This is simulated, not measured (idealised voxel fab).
This is a process module. Its name is voxel capacitor over wiring.
220 nm wide, 5 nm square cells: that's cross-section cut.
A cross-section is written here as square cells arranged in a grid, and it is given in bands from the top down, each band taking up one or more rows of cells. Quick guide to a band line: top height, bottom height (nm) up front; then every material left to right with its width in nm. Only one material and it's marked "throughout"? Then it fills the band edge to edge. And "empty" just means empty space. Beneath 0, the wafer as received is one material, and that level is where height counting begins. The lowest band goes on downward without a bottom; it is written like "top 0, no bottom". Graded width ("30..40"): value in top row of band = first number; value in bottom row = second number; row-to-row change constant. What does "nothing got changed" mean for a step? It means no cell of the cross-section changed in that step. Entry "Trapped void list" = empty spaces >= 8 cells with no open way to the top; each as width x height at distance, distance from left edge, all nm. The remark found on a step's line after its settings is issued by the simulator itself and pertains to that step. Regarding "overlay nm": on a step with a mask, it is the distance the mask lay to the right of its planned place; a negative value places it to the left.
-- Below is the list of planned process steps
1,op RECEIVE | material Si
2,op CONFORMAL_DEP | material SiO2 | thk nm 15
3,op CONFORMAL_DEP | material SiCN | thk nm 5
4,op DIRECTIONAL_DEP | material SiO2 | thk nm 20
5,op DIRECTIONAL_DEP | material aC | thk nm 10
6,op PATTERN | tone open | mask id METAL_1 | material resist | width nm 25 | pitch nm 75 | thk nm 25 | overlay nm 0
7,op DIRECTIONAL_ETCH | etch materials aC | depth nm 10
8,op STRIP | etch materials resist
9,op DIRECTIONAL_ETCH | etch materials SiO2 | depth nm 20
10,op DIRECTIONAL_ETCH | etch materials SiCN | depth nm 5
11,op STRIP | etch materials aC
12,op CONFORMAL_DEP | material TiN | thk nm 5
13,op FILL_DEP | material Ru | thk nm 10
14,op CMP | height nm 40
15,op EPI | material Ru | thk nm 5
16,op FILL_DEP | material SiCN | thk nm 5
17,op DIRECTIONAL_DEP | material lowk | thk nm 10
18,op PATTERN | tone open | mask id PLUG_1 | material resist | width nm 15 | thk nm 20 | overlay nm 0
19,op DIRECTIONAL_ETCH | etch materials lowk | depth nm 10
20,op DIRECTIONAL_ETCH | etch materials SiCN | depth nm 5
21,op STRIP | etch materials resist
22,op EPI | material Ru | thk nm 10
23,op EPI | material Ru | thk nm 5
24,op DIRECTIONAL_DEP | material TiN | thk nm 10
25,op DIRECTIONAL_DEP | material HfO2 | thk nm 5
26,op DIRECTIONAL_DEP | material TiN | thk nm 10
27,op DIRECTIONAL_DEP | material aC | thk nm 10
28,op PATTERN | tone cover | mask id UPPER_PLATE | material resist | width nm 55 | thk nm 30 | overlay nm 0
29,op DIRECTIONAL_ETCH | etch materials aC | depth nm 10
30,op STRIP | etch materials resist
31,op DIRECTIONAL_ETCH | etch materials TiN | depth nm 10
32,op DIRECTIONAL_ETCH | etch materials HfO2 | depth nm 5
33,op STRIP | etch materials aC
34,op DIRECTIONAL_DEP | material aC | thk nm 10
35,op PATTERN | tone cover | mask id LOWER_PLATE | material resist | width nm 65 | thk nm 25 | overlay nm 0
36,op DIRECTIONAL_ETCH | etch materials aC | depth nm 10
37,op STRIP | etch materials resist
38,op DIRECTIONAL_ETCH | etch materials TiN | depth nm 10
39,op STRIP | etch materials aC
40,op FILL_DEP | material SiO2 | thk nm 20
41,op CMP | height nm 100
42,op MASKED_ETCH | tone open | mask id PLUG_2 | width nm 15 | etch materials SiO2 | depth nm 15 | overlay nm 0
43,op CONFORMAL_DEP | material TiN | thk nm 5
44,op FILL_DEP | material Cu | thk nm 5
45,op CMP | height nm 100
46,op CONFORMAL_DEP | material SiN | thk nm 5
-- Shown in cross-section is the wafer as received, that is, as it stands after step 1
> top 0, no bottom  Si throughout
> Trapped void list: none
-- Cross-section: first of two wafers, module finished, run according to plan
> top 105, bottom 100  SiN throughout
> top 100, bottom 90  80 SiO2 | 5 TiN | 5 Cu | 5 TiN | 125 SiO2
> top 90, bottom 85  80 SiO2 | 15 TiN | 125 SiO2
> top 85, bottom 75  70 SiO2 | 55 TiN | 95 SiO2
> top 75, bottom 70  70 SiO2 | 55 HfO2 | 95 SiO2
> top 70, bottom 60  65 SiO2 | 65 TiN | 90 SiO2
> top 60, bottom 50  70 lowk | 15 Ru | 135 lowk
> top 50, bottom 45  70 SiCN | 15 Ru | 135 SiCN
> top 45, bottom 40  55 SiCN | 35 Ru | 40 SiCN | 35 Ru | 55 SiCN
> top 40, bottom 20  60 SiO2 | 5 TiN | 15 Ru | 5 TiN | 50 SiO2 | 5 TiN | 15 Ru | 5 TiN | 60 SiO2
> top 20, bottom 15  60 SiCN | 25 TiN | 50 SiCN | 25 TiN | 60 SiCN
> top 15, bottom 0  SiO2 throughout
> top 0, no bottom  Si throughout
> Trapped void list: none
-- Presented here is a cross-section of the second of the two wafers as it stood at the end of the module. It was started in the same manner and assigned the same plan as the first wafer; however, one mistake was made in its execution
> top 105, bottom 100  SiN throughout
> top 100, bottom 90  80 SiO2 | 5 TiN | 5 Cu | 5 TiN | 125 SiO2
> top 90, bottom 85  80 SiO2 | 15 TiN | 125 SiO2
> top 85, bottom 75  65 SiO2 | 5 TiN | 55 SiO2 | 5 TiN | 90 SiO2
> top 75, bottom 70  70 HfO2 | 55 SiO2 | 95 HfO2
> top 70, bottom 60  TiN throughout
> top 60, bottom 50  70 lowk | 15 Ru | 135 lowk
> top 50, bottom 45  70 SiCN | 15 Ru | 135 SiCN
> top 45, bottom 40  55 SiCN | 35 Ru | 40 SiCN | 35 Ru | 55 SiCN
> top 40, bottom 20  60 SiO2 | 5 TiN | 15 Ru | 5 TiN | 50 SiO2 | 5 TiN | 15 Ru | 5 TiN | 60 SiO2
> top 20, bottom 15  60 SiCN | 25 TiN | 50 SiCN | 25 TiN | 60 SiCN
> top 15, bottom 0  SiO2 throughout
> top 0, no bottom  Si throughout
> Trapped void list: none
Which mistake was made when the wafer was run? the process deviated at step 28: the operation and settings actually run there were op PATTERN | tone open | mask id UPPER_PLATE | material resist | width nm 55 | thk nm 30 | overlay nm 0
Bottom line after processing is that, in cells, the second wafer is up or down on some materials versus the first: HfO2: 22 more; SiO2: 66 fewer; TiN: 44 more
